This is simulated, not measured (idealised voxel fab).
process module | voxel tone inversion
cross-section cut | 295 nm wide | cells 5 nm
A cross-section is a grid of square cells, given in bands from the top down. A band is one or more rows of cells.
Each band's line starts with the height of the band's top and of its bottom, in nm. Then come its materials from left to right, each with its width in nm. One material with "throughout" fills the band from edge to edge. "air" is empty space.
Height 0 is the level under which the wafer as received is all one material. The lowest band goes on downwards, as in "0 down".
A width such as "30 to 40" changes by the same amount from each row of cells to the next, from the band's top row to its bottom row.
"no change" after a step means that no cell of the cross-section changed.
closed voids: empty space of 8 cells or more with no open way to the top, each as width x height at its distance from the left edge, in nm
after a step's settings: what the simulator itself notes on the step
overlay nm, on a step with a mask: how far to the right of its planned place the mask lay; to the left if negative
plan
1 op RECEIVE | material Si
2 op CONFORMAL_DEP | material SiN | thk nm 5
3 op DIRECTIONAL_DEP | material aC | thk nm 20
4 op PATTERN | tone cover | mask id POSTS | material resist | width nm 25 | pitch nm 50 | thk nm 30 | overlay nm 0
5 op DIRECTIONAL_ETCH | etch materials aC | depth nm 20
6 op STRIP | etch materials resist
7 op FILL_DEP | material SiO2 | thk nm 5
8 op CMP | height nm 25
9 op STRIP | etch materials aC
as received, after step 1
  0 down: Si throughout
  closed voids: none
a wafer at the end: this start, this plan, one mistake
  25 to 20: SiN throughout
  20 to 0: aC throughout
  0 down: Si throughout
  closed voids: none
what went wrong: steps 2 and 3 were swapped
